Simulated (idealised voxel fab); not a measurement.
process module | voxel fin reveal
cross-section cut | 255 nm wide | cells 5 nm
A cross-section is a grid of square cells, given in bands from the top down. A band is one or more rows of cells.
Each band's line starts with the height of the band's top and of its bottom, in nm. Then come its materials from left to right, each with its width in nm. One material with "throughout" fills the band from edge to edge. "air" is empty space.
Height 0 is the level under which the wafer as received is all one material. The lowest band goes on downwards, as in "0 down".
A width such as "30 to 40" changes by the same amount from each row of cells to the next, from the band's top row to its bottom row.
"no change" after a step means that no cell of the cross-section changed.
closed voids: empty space of 8 cells or more with no open way to the top, each as width x height at its distance from the left edge, in nm
after a step's settings: what the simulator itself notes on the step
overlay nm, on a step with a mask: how far to the right of its planned place the mask lay; to the left if negative
plan
1 op RECEIVE | material Si
2 op CONFORMAL_DEP | material SiN | thk nm 10
3 op PATTERN | tone cover | mask id FINS | material resist | width nm 15 | pitch nm 40 | thk nm 15 | overlay nm 0
4 op DIRECTIONAL_ETCH | etch materials SiN | depth nm 10
5 op DIRECTIONAL_ETCH | etch materials Si | depth nm 35
6 op STRIP | etch materials resist
7 op OXIDIZE | depth nm 5
8 op FILL_DEP | material SiO2 | thk nm 10
9 op CMP | height nm 10
10 op SELECTIVE_ETCH | etch materials SiO2 | depth nm 20
11 op STRIP | etch materials SiN
as received, after step 1
  0 down: Si throughout
  closed voids: none
a wafer at the end: this start, this plan, one mistake
  10 to 0: air 80 | SiN 15 | air 25 | SiN 15 | air 25 | SiN 15 | air 80
  0 to -10: air 85 | Si 5 | air 35 | Si 5 | air 35 | Si 5 | air 85
  -10 to -40: SiO2 85 | Si 5 | SiO2 35 | Si 5 | SiO2 35 | Si 5 | SiO2 85
  -40 down: Si throughout
  closed voids: none
what went wrong: step 11 was left out
